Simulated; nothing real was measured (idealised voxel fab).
Documented hereafter: the process module known as voxel quadruple lines.
Section shown: cut. Width: 155 nm. Cell size: 5 nm, square.
In this document a cross-section is written as a grid of square cells. It is given as a series of bands, listed from the top down, and a band is one or more rows of cells. Per band: top height and bottom height in nm, followed by the left-to-right materials and their widths in nm; "everywhere" marks a single material spanning edge to edge, "blank" marks empty space. Heights are measured from 0, the level below which the as-received wafer is all one material; the lowest band has no bottom and continues downward, written as in "top 0, no bottom". Per-row width for "30->40": begins at first number (top row of band), ends at second number (bottom row), increment between rows held constant. "remained unchanged" means the step left every cell of the cross-section as it was. Closed-off voids of 8+ cells (no open route to the top) go in "Sealed voids", written width x height at distance from the left edge, in nm. Post-settings text on a step line: simulator's own remark regarding the step. "overlay nm" on a masked step: distance the mask lay right of its planned place, negative for left.
Steps in the process plan:
1. RECEIVE | material Si
2. CONFORMAL_DEP | material SiO2 | thk nm 5
3. DIRECTIONAL_DEP | material W | thk nm 10
4. DIRECTIONAL_DEP | material polySi | thk nm 15
5. DIRECTIONAL_DEP | material aC | thk nm 20
6. PATTERN | tone cover | mask id MANDREL | material resist | width nm 35 | thk nm 30 | overlay nm 0
7. DIRECTIONAL_ETCH | etch materials aC | depth nm 20
8. STRIP | etch materials resist
9. CONFORMAL_DEP | material SiO2 | thk nm 15
10. DIRECTIONAL_ETCH | etch materials SiO2 | depth nm 15
11. STRIP | etch materials aC
12. DIRECTIONAL_ETCH | etch materials polySi | depth nm 15
13. STRIP | etch materials SiO2
14. CONFORMAL_DEP | material SiCN | thk nm 10
15. DIRECTIONAL_ETCH | etch materials SiCN | depth nm 10
16. STRIP | etch materials polySi
17. DIRECTIONAL_ETCH | etch materials W | depth nm 10
18. STRIP | etch materials SiCN
So, the first of our two wafers, run just as we planned it:
Cross-section: wafer on arrival = after step 1:
top 0, no bottom | Si everywhere
Sealed voids: none
State of the wafer after step 2, shown in cross-section:
top 5, bottom 0 | SiO2 everywhere
At heights below 0, the structure remains unaltered.
State of the wafer after step 3, shown in cross-section:
top 15, bottom 5 | W everywhere
At heights below 5, the structure remains unaltered.
State of the wafer after step 4, shown in cross-section:
top 30, bottom 15 | polySi everywhere
At heights below 15, the structure remains unaltered.
State of the wafer after step 5, shown in cross-section:
top 50, bottom 30 | aC everywhere
At heights below 30, the structure remains unaltered.
State of the wafer after step 6, shown in cross-section:
top 80, bottom 50 | blank (60)  resist (35)  blank (60)
At heights below 50, the structure remains unaltered.
State of the wafer after step 7, shown in cross-section:
top 60, bottom 50 | blank (60)  resist (35)  blank (60)
top 50, bottom 30 | blank (60)  aC (35)  blank (60)
At heights below 30, the structure remains unaltered.
State of the wafer after step 8, shown in cross-section:
top 50, bottom 30 | blank (60)  aC (35)  blank (60)
At heights below 30, the structure remains unaltered.
State of the wafer after step 9, shown in cross-section:
top 65, bottom 50 | blank (45)  SiO2 (65)  blank (45)
top 50, bottom 45 | blank (45)  SiO2 (15)  aC (35)  SiO2 (15)  blank (45)
top 45, bottom 30 | SiO2 (60)  aC (35)  SiO2 (60)
At heights below 30, the structure remains unaltered.
State of the wafer after step 10, shown in cross-section:
top 50, bottom 30 | blank (45)  SiO2 (15)  aC (35)  SiO2 (15)  blank (45)
At heights below 30, the structure remains unaltered.
State of the wafer after step 11, shown in cross-section:
top 50, bottom 30 | blank (45)  SiO2 (15)  blank (35)  SiO2 (15)  blank (45)
At heights below 30, the structure remains unaltered.
State of the wafer after step 12, shown in cross-section:
top 50, bottom 30 | blank (45)  SiO2 (15)  blank (35)  SiO2 (15)  blank (45)
top 30, bottom 15 | blank (45)  polySi (15)  blank (35)  polySi (15)  blank (45)
At heights below 15, the structure remains unaltered.
State of the wafer after step 13, shown in cross-section:
top 30, bottom 15 | blank (45)  polySi (15)  blank (35)  polySi (15)  blank (45)
At heights below 15, the structure remains unaltered.
State of the wafer after step 14, shown in cross-section:
top 40, bottom 30 | blank (35)  SiCN (35)  blank (15)  SiCN (35)  blank (35)
top 30, bottom 25 | blank (35)  SiCN (10)  polySi (15)  SiCN (10)  blank (15)  SiCN (10)  polySi (15)  SiCN (10)  blank (35)
top 25, bottom 15 | SiCN (45)  polySi (15)  SiCN (35)  polySi (15)  SiCN (45)
At heights below 15, the structure remains unaltered.
State of the wafer after step 15, shown in cross-section:
top 30, bottom 15 | blank (35)  SiCN (10)  polySi (15)  SiCN (10)  blank (15)  SiCN (10)  polySi (15)  SiCN (10)  blank (35)
At heights below 15, the structure remains unaltered.
State of the wafer after step 16, shown in cross-section:
top 30, bottom 15 | blank (35)  SiCN (10)  blank (15)  SiCN (10)  blank (15)  SiCN (10)  blank (15)  SiCN (10)  blank (35)
At heights below 15, the structure remains unaltered.
State of the wafer after step 17, shown in cross-section:
top 30, bottom 15 | blank (35)  SiCN (10)  blank (15)  SiCN (10)  blank (15)  SiCN (10)  blank (15)  SiCN (10)  blank (35)
top 15, bottom 5 | blank (35)  W (10)  blank (15)  W (10)  blank (15)  W (10)  blank (15)  W (10)  blank (35)
At heights below 5, the structure remains unaltered.
State of the wafer after step 18, shown in cross-section:
top 15, bottom 5 | blank (35)  W (10)  blank (15)  W (10)  blank (15)  W (10)  blank (15)  W (10)  blank (35)
At heights below 5, the structure remains unaltered.
The second wafer began exactly as the first did and followed the same plan, but one mistake was made while running it; through step 15 inclusive, the two wafers are identical:
Planned end of step 16: second wafer, cross-section:
top 30, bottom 15 | blank (45)  polySi (15)  blank (35)  polySi (15)  blank (45)
At heights below 15, the structure remains unaltered.
Planned end of step 17: second wafer, cross-section:
top 30, bottom 15 | blank (45)  polySi (15)  blank (35)  polySi (15)  blank (45)
top 15, bottom 5 | blank (45)  W (15)  blank (35)  W (15)  blank (45)
At heights below 5, the structure remains unaltered.
Planned end of step 18: second wafer, cross-section: remained unchanged
Plan not followed: step 16 changed vs plan, executed as STRIP | etch materials SiCN
End of process, cell counts, second wafer against first, materials with more or fewer: W: 4 fewer, polySi: 18 more
